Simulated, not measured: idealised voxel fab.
Process module under the name voxel plated lines
The cross-section on display is named cut; it measures 270 nm wide, and its cells are 5 nm squares.
We lay out every cross-section as a grid of square cells and spell it out in bands from the top down, where one band means one or more rows of cells. Read a band's entry like this: the first values are the height of its top and the height of its bottom in nm, and what follows is the sequence of materials from left to right, each with its width in nm. Note that "blank" is empty space, and that a single material marked "edge to edge" reaches across the band from edge to edge. Height reference: 0 = level under which incoming wafer is all one material. Lowest band: no bottom, runs on downward, e.g. "0..down". A two-number width, for instance "30..40", indicates that the width is equal to the first number in the top row of the band and to the second number in the bottom row, and that it changes by a constant amount per row of cells. "nothing different" (step): cross-section cells unchanged, all of them. The list in "Enclosed voids" covers empty spaces of 8 cells or more that cannot reach the top through any open way, and it gives each as width x height at distance; the distance is from the left edge, and width, height and distance are in nm. Formally, on a step line, whatever follows the settings is a remark that the simulator itself makes on the step. "overlay nm", when on a step's line for a step with a mask, measures how far to the right of its planned place the mask lay; a negative measure means to the left.
This section lists the process steps that were planned
1,RECEIVE | material Si
2,CONFORMAL_DEP | material SiN | thk nm 5
3,DIRECTIONAL_DEP | material TiN | thk nm 5
4,PATTERN | tone open | mask id LINES | material resist | width nm 20 | pitch nm 40 | thk nm 20 | overlay nm 0
5,EPI | material Ru | thk nm 5
6,STRIP | etch materials resist
7,DIRECTIONAL_ETCH | etch materials TiN | depth nm 5
8,CONFORMAL_DEP | material SiCN | thk nm 5
As-received state of the wafer in cross-section, equivalent to post-step 1
- 0..down | Si edge to edge
- Enclosed voids: none
a wafer at the end: this start, this plan, one mistake
- 15..10 | SiCN edge to edge
- 10..5 | SiN edge to edge
- 5..0 | TiN edge to edge
- 0..down | Si edge to edge
- Enclosed voids: none
What broke from the plan during processing? contrary to the plan, steps 2 and 3 were processed in exchanged order
